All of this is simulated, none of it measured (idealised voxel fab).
You're looking at the process module voxel lift off.
Cross-sectional view cut (width: 205 nm; square cell size: 5 nm).
Each cross-section below is a grid of square cells, stated as bands in top-down order, with one or more rows of cells making up each band.
Heights first: top, then bottom, in nm. Then materials, left to right, each with a width in nm. "edge to edge" on a single material: fills the band edge to edge. "empty": empty space.
Zero point of the height axis is 0; under it, received wafer = one material. Lowest band: continues down indefinitely, "0 nm and below".
Note: "30..40" means the width goes from the first number (top row of the band) to the second number (bottom row) in equal steps per row of cells.
It should be understood that the words "nothing changed", when stated for a given step, signify that the cross-section underwent no change in any of its cells during that step.
"Closed void roster": empty spaces of 8 cells or more with no open way to the top, each given as width x height at distance, distance from the left edge, all in nm.
Note: text after step settings on the step line = simulator remark on that step.
"overlay nm" on a masked step: distance the mask lay right of its planned place, negative for left.
# The steps planned for the process are as follows
1: op RECEIVE | material Si
2: op CONFORMAL_DEP | material Al2O3 | thk nm 15
3: op PATTERN | tone open | mask id LINES | material resist | width nm 30 | pitch nm 55 | thk nm 25 | overlay nm 0
4: op DIRECTIONAL_DEP | material Ru | thk nm 10
5: op STRIP | etch materials resist
6: op CONFORMAL_DEP | material SiN | thk nm 5
# Delivered wafer in cross-section: state after step 1
* 0 nm and below  Si edge to edge
* Closed void roster: none
# Module complete, cross-section. Starting point and plan per above. One mistake made in running the module
* 30 nm to 20 nm  55 nm empty  40 nm Ru  15 nm empty  40 nm Ru  55 nm empty
* 20 nm to 15 nm  Ru edge to edge
* 15 nm to 0 nm  Al2O3 edge to edge
* 0 nm and below  Si edge to edge
* Closed void roster: none
Deviation noted in wafer processing: off-plan run, step 6, actual operation and settings op CONFORMAL_DEP | material Ru | thk nm 5
